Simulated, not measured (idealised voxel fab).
The following process module bears the name voxel plated lines.
In the cross-section labelled cut, the width is 195 nm and each square cell is 5 nm.
Cross-section, as written here: a square-cell grid given band by band from the top down, where a band holds one or more rows of cells.
Quick guide to a band line: top height, bottom height (nm) up front; then every material left to right with its width in nm. Only one material and it's marked "all across"? Then it fills the band edge to edge. And "air" just means empty space.
Height reference: 0 = level under which incoming wafer is all one material. Lowest band: no bottom, runs on downward, e.g. "0 down".
You'd read "30..40" like this: the band's top row of cells is as wide as the first number, its bottom row is as wide as the second, and going down, every row changes width by the same amount as the row before did.
Take "remained the same" at face value: in the step it is given for, the cross-section changed in none of its cells.
In "Trapped cavities" the enclosed voids are listed, meaning empty spaces of 8 cells or larger without any opening to the top. The form is width x height at distance, distance from the left edge, units nm.
If you see something after the settings on a step's line, that's the simulator's own remark about that step.
On any step carrying a mask, the "overlay nm" setting, if present on the step's line, tells how far right of its planned place the mask lay; negative values point to the left.
**The steps planned for the process are as follows**
1 RECEIVE: material Si
2 CONFORMAL_DEP: material SiN, thk nm 10
3 DIRECTIONAL_DEP: material TiN, thk nm 5
4 PATTERN: tone open, mask id LINES, material resist, width nm 15, pitch nm 40, thk nm 15, overlay nm 0
5 EPI: material Ru, thk nm 5
6 STRIP: etch materials resist
7 DIRECTIONAL_ETCH: etch materials TiN, depth nm 5
8 CONFORMAL_DEP: material SiCN, thk nm 10
All wafers enter the flow in the same state. The width nm at step 4 differs from wafer to wafer, and the plan gives the value for the first wafer.
**First wafer of several, as received: cross-section after step 1**
	0 down = Si all across
	Trapped cavities: none
**So in this table every wafer gets its own row, and what you see is where it stands at the end of the module: for each material, how many cells it picked up (+) or gave up (-) since we received it, and after that its closed voids**
width nm 15, +9 Ru, +102 SiCN, +78 SiN, +9 TiN, Trapped cavities: none
width nm 20, +12 Ru, +102 SiCN, +78 SiN, +12 TiN, Trapped cavities: none
width nm 25, +15 Ru, +98 SiCN, +78 SiN, +15 TiN, Trapped cavities: none
